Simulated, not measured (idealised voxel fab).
process module | voxel transistor to metal
cross-section cut | 280 nm wide | cells 5 nm
A cross-section is a grid of square cells, given in bands from the top down. A band is one or more rows of cells.
Each band's line starts with the height of the band's top and of its bottom, in nm. Then come its materials from left to right, each with its width in nm. One material with "throughout" fills the band from edge to edge. "air" is empty space.
Height 0 is the level under which the wafer as received is all one material. The lowest band goes on downwards, as in "0 down".
A width such as "30 to 40" changes by the same amount from each row of cells to the next, from the band's top row to its bottom row.
"no change" after a step means that no cell of the cross-section changed.
closed voids: empty space of 8 cells or more with no open way to the top, each as width x height at its distance from the left edge, in nm
after a step's settings: what the simulator itself notes on the step
overlay nm, on a step with a mask: how far to the right of its planned place the mask lay; to the left if negative
plan
1 op RECEIVE | material Si
2 op OXIDIZE | depth nm 5
3 op CONFORMAL_DEP | material SiN | thk nm 10
4 op MASKED_ETCH | tone cover | mask id ACTIVE | width nm 105 | pitch nm 125 | etch materials SiN | depth nm 10 | overlay nm 0
5 op MASKED_ETCH | tone cover | mask id ACTIVE | width nm 105 | pitch nm 125 | etch materials SiO2 | depth nm 5 | overlay nm 0
6 op MASKED_ETCH | tone cover | mask id ACTIVE | width nm 105 | pitch nm 125 | etch materials Si | depth nm 35 | overlay nm 0
7 op FILL_DEP | material SiO2 | thk nm 5
8 op CMP | height nm 10
9 op SELECTIVE_ETCH | etch materials SiO2 | depth nm 10
10 op STRIP | etch materials SiN
11 op SELECTIVE_ETCH | etch materials SiO2 | depth nm 5
12 op OXIDIZE | depth nm 5
13 op DIRECTIONAL_DEP | material polySi | thk nm 20
14 op DIRECTIONAL_DEP | material SiCN | thk nm 15
15 op PATTERN | tone cover | mask id GATE | material resist | width nm 25 | pitch nm 125 | thk nm 15 | overlay nm 0
16 op DIRECTIONAL_ETCH | etch materials SiCN | depth nm 25
17 op DIRECTIONAL_ETCH | etch materials polySi | depth nm 30
18 op STRIP | etch materials resist
19 op CONFORMAL_DEP | material SiO2 | thk nm 5
20 op DIRECTIONAL_ETCH | etch materials SiO2 | depth nm 5
21 op CONFORMAL_DEP | material SiN | thk nm 5
22 op DIRECTIONAL_ETCH | etch materials SiN | depth nm 5
23 op DIRECTIONAL_ETCH | etch materials SiO2 | depth nm 5
24 op DIRECTIONAL_ETCH | etch materials Si | depth nm 10
25 op EPI | material SiGe | thk nm 10
26 op FILL_DEP | material SiO2 | thk nm 5
27 op CMP | height nm 30
28 op DIRECTIONAL_DEP | material SiO2 | thk nm 10
29 op MASKED_ETCH | tone open | mask id CONTACT | width nm 20 | etch materials SiO2 | depth nm 50 | overlay nm 0
30 op CONFORMAL_DEP | material TiN | thk nm 5
31 op FILL_DEP | material W | thk nm 5
32 op CMP | height nm 40
33 op CONFORMAL_DEP | material SiN | thk nm 5
34 op DIRECTIONAL_DEP | material lowk | thk nm 15
35 op PATTERN | tone open | mask id METAL_1 | material resist | width nm 20 | thk nm 15 | overlay nm -15
36 op DIRECTIONAL_ETCH | etch materials lowk | depth nm 15
37 op DIRECTIONAL_ETCH | etch materials SiN | depth nm 5
38 op STRIP | etch materials resist
39 op CONFORMAL_DEP | material TiN | thk nm 5
40 op FILL_DEP | material Cu | thk nm 5
41 op CMP | height nm 60
42 op CONFORMAL_DEP | material SiCN | thk nm 5
43 op DIRECTIONAL_DEP | material SiO2 | thk nm 30
44 op MASKED_ETCH | tone open | mask id METAL_2_HOLES | width nm 15 | pitch nm 125 | etch materials SiO2 | depth nm 30 | overlay nm 0
45 op MASKED_ETCH | tone open | mask id METAL_2 | width nm 20 | pitch nm 125 | etch materials SiO2 | depth nm 15 | overlay nm 0
46 op MASKED_ETCH | tone open | mask id METAL_2 | width nm 20 | pitch nm 125 | etch materials SiCN | depth nm 5 | overlay nm 0
47 op CONFORMAL_DEP | material TiN | thk nm 5
48 op FILL_DEP | material Cu | thk nm 5
49 op CMP | height nm 95
50 op CONFORMAL_DEP | material SiCN | thk nm 5
varied across the wafers: overlay nm of step 35. The plan shows the first wafer's value. All wafers start alike
first wafer as received, after step 1
  0 down: Si throughout
  closed voids: none
first wafer at the end, after step 50
  100 to 95: SiCN throughout
  95 to 85: SiO2 30 | TiN 5 | Cu 10 | TiN 5 | SiO2 105 | TiN 5 | Cu 10 | TiN 5 | SiO2 105
  85 to 80: SiO2 30 | TiN 5 | Cu 5 | TiN 10 | SiO2 105 | TiN 5 | Cu 5 | TiN 10 | SiO2 105
  80 to 65: SiO2 30 | TiN 5 | Cu 5 | TiN 5 | SiO2 110 | TiN 5 | Cu 5 | TiN 5 | SiO2 110
  65 to 60: SiCN 30 | TiN 15 | SiCN 110 | TiN 15 | SiCN 110
  60 to 45: lowk 15 | TiN 5 | Cu 10 | TiN 5 | lowk 55 | TiN 5 | Cu 10 | TiN 5 | lowk 30 | TiN 5 | Cu 10 | TiN 5 | lowk 55 | TiN 5 | Cu 10 | TiN 5 | lowk 45
  45 to 40: SiN 15 | TiN 20 | SiN 55 | TiN 20 | SiN 30 | TiN 20 | SiN 55 | TiN 20 | SiN 45
  40 to 30: SiO2 30 | TiN 5 | W 10 | TiN 5 | SiO2 55 | TiN 5 | W 10 | TiN 5 | SiO2 30 | TiN 5 | W 10 | TiN 5 | SiO2 55 | TiN 5 | W 10 | TiN 5 | SiO2 30
  30 to 15: SiO2 30 | TiN 5 | W 10 | TiN 5 | SiO2 5 | SiN 5 | SiO2 5 | SiCN 25 | SiO2 5 | SiN 5 | SiO2 5 | TiN 5 | W 10 | TiN 5 | SiO2 30 | TiN 5 | W 10 | TiN 5 | SiO2 5 | SiN 5 | SiO2 5 | SiCN 25 | SiO2 5 | SiN 5 | SiO2 5 | TiN 5 | W 10 | TiN 5 | SiO2 30
  15 to 5: SiO2 30 | TiN 5 | W 10 | TiN 5 | SiO2 5 | SiN 5 | SiO2 5 | polySi 25 | SiO2 5 | SiN 5 | SiO2 5 | TiN 5 | W 10 | TiN 5 | SiO2 30 | TiN 5 | W 10 | TiN 5 | SiO2 5 | SiN 5 | SiO2 5 | polySi 25 | SiO2 5 | SiN 5 | SiO2 5 | TiN 5 | W 10 | TiN 5 | SiO2 30
  5 to 0: SiO2 30 | TiN 5 | W 5 | TiN 10 | SiO2 5 | SiN 5 | SiO2 5 | polySi 25 | SiO2 5 | SiN 5 | SiO2 5 | TiN 10 | W 5 | TiN 5 | SiO2 30 | TiN 5 | W 5 | TiN 10 | SiO2 5 | SiN 5 | SiO2 5 | polySi 25 | SiO2 5 | SiN 5 | SiO2 5 | TiN 10 | W 5 | TiN 5 | SiO2 30
  0 to -5: SiO2 30 | TiN 5 | W 5 | TiN 5 | SiGe 10 | SiN 5 | SiO2 5 | polySi 25 | SiO2 5 | SiN 5 | SiGe 10 | TiN 5 | W 5 | TiN 5 | SiO2 30 | TiN 5 | W 5 | TiN 5 | SiGe 10 | SiN 5 | SiO2 5 | polySi 25 | SiO2 5 | SiN 5 | SiGe 10 | TiN 5 | W 5 | TiN 5 | SiO2 30
  -5 to -10: SiO2 30 | TiN 15 | SiGe 10 | SiO2 45 | SiGe 10 | TiN 15 | SiO2 30 | TiN 15 | SiGe 10 | SiO2 45 | SiGe 10 | TiN 15 | SiO2 30
  -10 to -20: SiO2 25 | SiGe 30 | Si 45 | SiGe 30 | SiO2 20 | SiGe 30 | Si 45 | SiGe 30 | SiO2 25
  -20 to -40: SiO2 25 | Si 105 | SiO2 20 | Si 105 | SiO2 25
  -40 down: Si throughout
  closed voids: none
last wafer at the end
  100 to 95: SiCN throughout
  95 to 85: SiO2 30 | TiN 5 | Cu 10 | TiN 5 | SiO2 105 | TiN 5 | Cu 10 | TiN 5 | SiO2 105
  85 to 80: SiO2 30 | TiN 5 | Cu 5 | TiN 10 | SiO2 105 | TiN 5 | Cu 5 | TiN 10 | SiO2 105
  80 to 65: SiO2 30 | TiN 5 | Cu 5 | TiN 5 | SiO2 110 | TiN 5 | Cu 5 | TiN 5 | SiO2 110
  65 to 60: SiCN 30 | TiN 15 | SiCN 110 | TiN 15 | SiCN 110
  60 to 45: lowk 45 | TiN 5 | Cu 10 | TiN 5 | lowk 55 | TiN 5 | Cu 10 | TiN 5 | lowk 30 | TiN 5 | Cu 10 | TiN 5 | lowk 55 | TiN 5 | Cu 10 | TiN 5 | lowk 15
  45 to 40: SiN 45 | TiN 20 | SiN 55 | TiN 20 | SiN 30 | TiN 20 | SiN 55 | TiN 20 | SiN 15
  40 to 30: SiO2 30 | TiN 5 | W 10 | TiN 5 | SiO2 55 | TiN 5 | W 10 | TiN 5 | SiO2 30 | TiN 5 | W 10 | TiN 5 | SiO2 55 | TiN 5 | W 10 | TiN 5 | SiO2 30
  30 to 15: SiO2 30 | TiN 5 | W 10 | TiN 5 | SiO2 5 | SiN 5 | SiO2 5 | SiCN 25 | SiO2 5 | SiN 5 | SiO2 5 | TiN 5 | W 10 | TiN 5 | SiO2 30 | TiN 5 | W 10 | TiN 5 | SiO2 5 | SiN 5 | SiO2 5 | SiCN 25 | SiO2 5 | SiN 5 | SiO2 5 | TiN 5 | W 10 | TiN 5 | SiO2 30
  15 to 5: SiO2 30 | TiN 5 | W 10 | TiN 5 | SiO2 5 | SiN 5 | SiO2 5 | polySi 25 | SiO2 5 | SiN 5 | SiO2 5 | TiN 5 | W 10 | TiN 5 | SiO2 30 | TiN 5 | W 10 | TiN 5 | SiO2 5 | SiN 5 | SiO2 5 | polySi 25 | SiO2 5 | SiN 5 | SiO2 5 | TiN 5 | W 10 | TiN 5 | SiO2 30
  5 to 0: SiO2 30 | TiN 5 | W 5 | TiN 10 | SiO2 5 | SiN 5 | SiO2 5 | polySi 25 | SiO2 5 | SiN 5 | SiO2 5 | TiN 10 | W 5 | TiN 5 | SiO2 30 | TiN 5 | W 5 | TiN 10 | SiO2 5 | SiN 5 | SiO2 5 | polySi 25 | SiO2 5 | SiN 5 | SiO2 5 | TiN 10 | W 5 | TiN 5 | SiO2 30
  0 to -5: SiO2 30 | TiN 5 | W 5 | TiN 5 | SiGe 10 | SiN 5 | SiO2 5 | polySi 25 | SiO2 5 | SiN 5 | SiGe 10 | TiN 5 | W 5 | TiN 5 | SiO2 30 | TiN 5 | W 5 | TiN 5 | SiGe 10 | SiN 5 | SiO2 5 | polySi 25 | SiO2 5 | SiN 5 | SiGe 10 | TiN 5 | W 5 | TiN 5 | SiO2 30
  -5 to -10: SiO2 30 | TiN 15 | SiGe 10 | SiO2 45 | SiGe 10 | TiN 15 | SiO2 30 | TiN 15 | SiGe 10 | SiO2 45 | SiGe 10 | TiN 15 | SiO2 30
  -10 to -20: SiO2 25 | SiGe 30 | Si 45 | SiGe 30 | SiO2 20 | SiGe 30 | Si 45 | SiGe 30 | SiO2 25
  -20 to -40: SiO2 25 | Si 105 | SiO2 20 | Si 105 | SiO2 25
  -40 down: Si throughout
  closed voids: none
each wafer at the end: cells of each material gained (+) or lost (-) since it was received, then its closed voids
overlay nm -15 | +40 Cu | -244 Si | +136 SiCN | +64 SiGe | +68 SiN | +672 SiO2 | +160 TiN | +64 W | +120 lowk | +40 polySi | closed voids: none
overlay nm -10 | +40 Cu | -244 Si | +136 SiCN | +64 SiGe | +68 SiN | +672 SiO2 | +160 TiN | +64 W | +120 lowk | +40 polySi | closed voids: none
overlay nm -5 | +40 Cu | -244 Si | +136 SiCN | +64 SiGe | +68 SiN | +672 SiO2 | +160 TiN | +64 W | +120 lowk | +40 polySi | closed voids: none
overlay nm 0 | +40 Cu | -244 Si | +136 SiCN | +64 SiGe | +68 SiN | +672 SiO2 | +160 TiN | +64 W | +120 lowk | +40 polySi | closed voids: none
overlay nm 5 | +40 Cu | -244 Si | +136 SiCN | +64 SiGe | +68 SiN | +672 SiO2 | +160 TiN | +64 W | +120 lowk | +40 polySi | closed voids: none
overlay nm 10 | +40 Cu | -244 Si | +136 SiCN | +64 SiGe | +68 SiN | +672 SiO2 | +160 TiN | +64 W | +120 lowk | +40 polySi | closed voids: none
overlay nm 15 | +40 Cu | -244 Si | +136 SiCN | +64 SiGe | +68 SiN | +672 SiO2 | +160 TiN | +64 W | +120 lowk | +40 polySi | closed voids: none
